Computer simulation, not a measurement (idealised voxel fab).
The name of this process module is voxel air gaps.
Cross-section cut spans 200 nm and uses square cells 5 nm in size.
Cross-section = grid of square cells, listed top down in bands; band = one or more rows. Quick guide to a band line: top height, bottom height (nm) up front; then every material left to right with its width in nm. Only one material and it's marked "all across"? Then it fills the band edge to edge. And "empty" just means empty space. Convention: height 0 is the level below which the wafer, as received, is all one material. The lowest band does not terminate at the bottom but continues downward, represented as "top 0, no bottom". A two-number width, for instance "30 to 40", indicates that the width is equal to the first number in the top row of the band and to the second number in the bottom row, and that it changes by a constant amount per row of cells. "all unchanged" after a step means that no cell of the cross-section changed. "Closed internal voids" - sealed voids, min. 8 cells, no opening to top; format: width x height at distance (distance from left edge; nm throughout). Heads up: the bit after the settings on a step's line is the simulator's remark on that step. A step line may carry the setting "overlay nm", which, for steps involving a mask, states the distance by which the mask lay to the right of its intended position; negative values denote displacement to the left.

[These are the steps we planned for the process]
1: op RECEIVE | material Si
2: op CONFORMAL_DEP | material SiO2 | thk nm 15
3: op CONFORMAL_DEP | material SiCN | thk nm 5
4: op DIRECTIONAL_DEP | material lowk | thk nm 30
5: op PATTERN | tone open | mask id LINES | material resist | width nm 20 | pitch nm 45 | thk nm 20 | overlay nm 0
6: op DIRECTIONAL_ETCH | etch materials lowk | depth nm 30
7: op STRIP | etch materials resist
8: op CONFORMAL_DEP | material TiN | thk nm 5
9: op FILL_DEP | material Ru | thk nm 5
10: op CMP | height nm 50
11: op EPI | material Ru | thk nm 10
12: op SELECTIVE_ETCH | etch materials lowk | depth nm 40
13: op CONFORMAL_DEP | material SiCN | thk nm 5

[As-received wafer cross-section (after step 1)]
- top 0, no bottom  Si all across
- Closed internal voids: none

[first wafer at the end, as planned]
- top 65, bottom 60  empty 30 nm; SiCN 140 nm; empty 30 nm
- top 60, bottom 50  empty 30 nm; SiCN 5 nm; Ru 40 nm; SiCN 5 nm; Ru 40 nm; SiCN 5 nm; Ru 40 nm; SiCN 5 nm; empty 30 nm
- top 50, bottom 45  empty 30 nm; SiCN 15 nm; TiN 5 nm; Ru 10 nm; TiN 5 nm; SiCN 25 nm; TiN 5 nm; Ru 10 nm; TiN 5 nm; SiCN 25 nm; TiN 5 nm; Ru 10 nm; TiN 5 nm; SiCN 15 nm; empty 30 nm
- top 45, bottom 25  empty 40 nm; SiCN 5 nm; TiN 5 nm; Ru 10 nm; TiN 5 nm; SiCN 5 nm; empty 15 nm; SiCN 5 nm; TiN 5 nm; Ru 10 nm; TiN 5 nm; SiCN 5 nm; empty 15 nm; SiCN 5 nm; TiN 5 nm; Ru 10 nm; TiN 5 nm; SiCN 5 nm; empty 40 nm
- top 25, bottom 20  SiCN 45 nm; TiN 20 nm; SiCN 25 nm; TiN 20 nm; SiCN 25 nm; TiN 20 nm; SiCN 45 nm
- top 20, bottom 15  SiCN all across
- top 15, bottom 0  SiO2 all across
- top 0, no bottom  Si all across
- Closed internal voids: 15 x 20 at 70; 15 x 20 at 115

[Second wafer through the module, sectioned at the end: same beginning and same plan as the first wafer, with one mistake in carrying it out]
- top 60, bottom 50  empty 35 nm; Ru 40 nm; empty 5 nm; Ru 40 nm; empty 5 nm; Ru 40 nm; empty 35 nm
- top 50, bottom 25  empty 45 nm; TiN 5 nm; Ru 10 nm; TiN 5 nm; empty 25 nm; TiN 5 nm; Ru 10 nm; TiN 5 nm; empty 25 nm; TiN 5 nm; Ru 10 nm; TiN 5 nm; empty 45 nm
- top 25, bottom 20  empty 45 nm; TiN 20 nm; empty 25 nm; TiN 20 nm; empty 25 nm; TiN 20 nm; empty 45 nm
- top 20, bottom 15  SiCN all across
- top 15, bottom 0  SiO2 all across
- top 0, no bottom  Si all across
- Closed internal voids: none
Heads up, the wafer didn't run the way we planned it: plan step 13 was not performed, having been skipped
End check, counted in cells, second wafer has more or fewer of these materials than the first: -104 SiCN
Quick summary for you: first wafer finishes at 2 closed voids, second at 0.
